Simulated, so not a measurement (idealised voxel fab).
The process module presented herein is designated voxel double patterning.
It is cross-section cut that appears here, measuring 205 nm in width, its square cells being 5 nm in size.
Cross-section format: a grid of square cells, given as bands from top to bottom; each band is one or more rows of cells.
Heights first: top, then bottom, in nm. Then materials, left to right, each with a width in nm. "all across" on a single material: fills the band edge to edge. "blank": empty space.
Measure heights from 0. That's the level where, below it, the as-received wafer is all one material. The lowest band is bottomless and extends downward; write it as in "0..down".
You'd read "30..40" like this: the band's top row of cells is as wide as the first number, its bottom row is as wide as the second, and going down, every row changes width by the same amount as the row before did.
"same as before" (step): cross-section cells unchanged, all of them.
Heads up: "Unvented cavities" only lists the empty pockets with no open path to the top that are 8 cells or more, and it writes them as width x height at distance, distance from the left edge, in nm.
Anything after a step's settings on that line? It's the simulator's own note about the step.
Among the settings permitted on a step's line is "overlay nm"; applied to a step with a mask, it specifies the extent to which the mask lay to the right of its planned position, whereas a negative figure signifies a position to the left.
### Intended process steps
1: RECEIVE [material Si]
2: CONFORMAL_DEP [material SiO2] [thk nm 5]
3: DIRECTIONAL_DEP [material W] [thk nm 10]
4: DIRECTIONAL_DEP [material SiN] [thk nm 10]
5: PATTERN [tone open] [mask id FIRST] [material resist] [width nm 15] [pitch nm 50] [thk nm 15] [overlay nm 0]
6: DIRECTIONAL_ETCH [etch materials SiN] [depth nm 10]
7: STRIP [etch materials resist]
8: MASKED_ETCH [tone open] [mask id SECOND] [width nm 15] [etch materials SiN] [depth nm 10] [overlay nm 0]
9: DIRECTIONAL_ETCH [etch materials W] [depth nm 10]
10: STRIP [etch materials SiN]
For this document, wafers share an identical start and vary in the step 5 width nm; the plan quotes the first wafer's value.
### First of several wafers, received after step 1, in cross-section
  0..down: Si all across
  Unvented cavities: none
### Per-wafer rows below. For each material: cells gained (+) or lost (-) since the wafer was received, as of end of module. Then: closed voids
width nm 15 | +41 SiO2 | +64 W | Unvented cavities: none
width nm 20 | +41 SiO2 | +60 W | Unvented cavities: none
width nm 25 | +41 SiO2 | +56 W | Unvented cavities: none
width nm 30 | +41 SiO2 | +52 W | Unvented cavities: none
